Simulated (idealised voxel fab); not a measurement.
Process module, titled voxel tone inversion
Shown is cross-section cut, with a width of 240 nm and square cells of size 5 nm.
A cross-section is a grid of square cells, given in bands from the top down. A band is one or more rows of cells.
Basically the band line says how high the top is and how high the bottom is, in nm, and then what's in it from left to right, every material with its width in nm. Empty space shows up as "blank", and if a single material carries "full width" it runs the full band edge to edge.
The level at which height equals 0 is the one under which the wafer, as it arrives, is entirely one material. No lower edge exists for the bottom band, which continues downward and is notated as in "0 -> down".
It should be noted that a width expressed as "30..40" varies in equal increments from row to row of cells within the band, taking the value of the first number at the top row and that of the second number at the bottom row.
What does "identical to before" mean for a step? It means no cell of the cross-section changed in that step.
Basically, "Sealed void listing" tells you about the enclosed voids: empty spaces with no open way to the top, 8 cells or bigger, each written width x height at distance, where distance is from the left edge, all in nm.
Post-settings text on a step line: simulator's own remark regarding the step.
The setting "overlay nm" may be written on the line of a step. When the step uses a mask, the value reports how far to the right of the planned place the mask lay, and a negative value reports that it lay to the left.
INTENDED PROCESS STEPS
1 RECEIVE, material Si
2 CONFORMAL_DEP, material SiN, thk nm 5
3 DIRECTIONAL_DEP, material aC, thk nm 25
4 PATTERN, tone cover, mask id POSTS, material resist, width nm 20, pitch nm 50, thk nm 35, overlay nm 0
5 DIRECTIONAL_ETCH, etch materials aC, depth nm 25
6 STRIP, etch materials resist
7 FILL_DEP, material lowk, thk nm 5
8 CMP, height nm 35
9 STRIP, etch materials aC
10 CONFORMAL_DEP, material TiN, thk nm 5
11 FILL_DEP, material Ru, thk nm 10
12 CMP, height nm 35
13 CONFORMAL_DEP, material SiN, thk nm 5
Wafer-to-wafer difference: thk nm, step 2. Common start. Plan = first wafer's value.
CUT THROUGH THE FIRST OF SEVERAL WAFERS AS RECEIVED, POST STEP 1
    0 -> down | Si full width
    Sealed void listing: none
EACH ROW BELOW IS A WAFER AT THE END OF THE MODULE, LISTING FOR EVERY MATERIAL THE NUMBER OF CELLS IT HAS GAINED (+) OR LOST (-) SINCE IT WAS RECEIVED, FOLLOWED BY ITS CLOSED VOIDS
thk nm 5; +96 SiN; +80 aC; +208 lowk; Sealed void listing: none
thk nm 10; +32 Ru; +144 SiN; +48 TiN; +160 lowk; Sealed void listing: none
thk nm 15; +24 Ru; +192 SiN; +40 TiN; +128 lowk; Sealed void listing: none
thk nm 20; +16 Ru; +240 SiN; +32 TiN; +96 lowk; Sealed void listing: none
thk nm 25; +8 Ru; +288 SiN; +24 TiN; +64 lowk; Sealed void listing: none
